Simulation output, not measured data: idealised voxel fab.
process module | voxel spacer lines
cross-section cut | 220 nm wide | cells 5 nm
A cross-section is a grid of square cells, given in bands from the top down. A band is one or more rows of cells.
Each band's line starts with the height of the band's top and of its bottom, in nm. Then come its materials from left to right, each with its width in nm. One material with "throughout" fills the band from edge to edge. "air" is empty space.
Height 0 is the level under which the wafer as received is all one material. The lowest band goes on downwards, as in "0 down".
A width such as "30 to 40" changes by the same amount from each row of cells to the next, from the band's top row to its bottom row.
"no change" after a step means that no cell of the cross-section changed.
closed voids: empty space of 8 cells or more with no open way to the top, each as width x height at its distance from the left edge, in nm
after a step's settings: what the simulator itself notes on the step
overlay nm, on a step with a mask: how far to the right of its planned place the mask lay; to the left if negative
plan
1 op RECEIVE | material Si
2 op CONFORMAL_DEP | material Al2O3 | thk nm 5
3 op DIRECTIONAL_DEP | material TiN | thk nm 15
4 op DIRECTIONAL_DEP | material aC | thk nm 25
5 op PATTERN | tone cover | mask id MANDREL | material resist | width nm 15 | pitch nm 70 | thk nm 35 | overlay nm 0
6 op DIRECTIONAL_ETCH | etch materials aC | depth nm 25
7 op STRIP | etch materials resist
8 op CONFORMAL_DEP | material SiO2 | thk nm 15
9 op DIRECTIONAL_ETCH | etch materials SiO2 | depth nm 15
10 op STRIP | etch materials aC
11 op DIRECTIONAL_ETCH | etch materials TiN | depth nm 15
12 op STRIP | etch materials SiO2
13 op FILL_DEP | material lowk | thk nm 10
14 op CMP | height nm 20
varied across the wafers: width nm of step 5. The plan shows the first wafer's value. All wafers start alike
first wafer as received, after step 1
  0 down: Si throughout
  closed voids: none
each wafer at the end: cells of each material gained (+) or lost (-) since it was received, then its closed voids
width nm 15 | +44 Al2O3 | +54 TiN | +78 lowk | closed voids: none
width nm 20 | +44 Al2O3 | +54 TiN | +78 lowk | closed voids: none
width nm 25 | +44 Al2O3 | +54 TiN | +78 lowk | closed voids: none
width nm 30 | +44 Al2O3 | +54 TiN | +78 lowk | closed voids: none
width nm 35 | +44 Al2O3 | +54 TiN | +78 lowk | closed voids: none
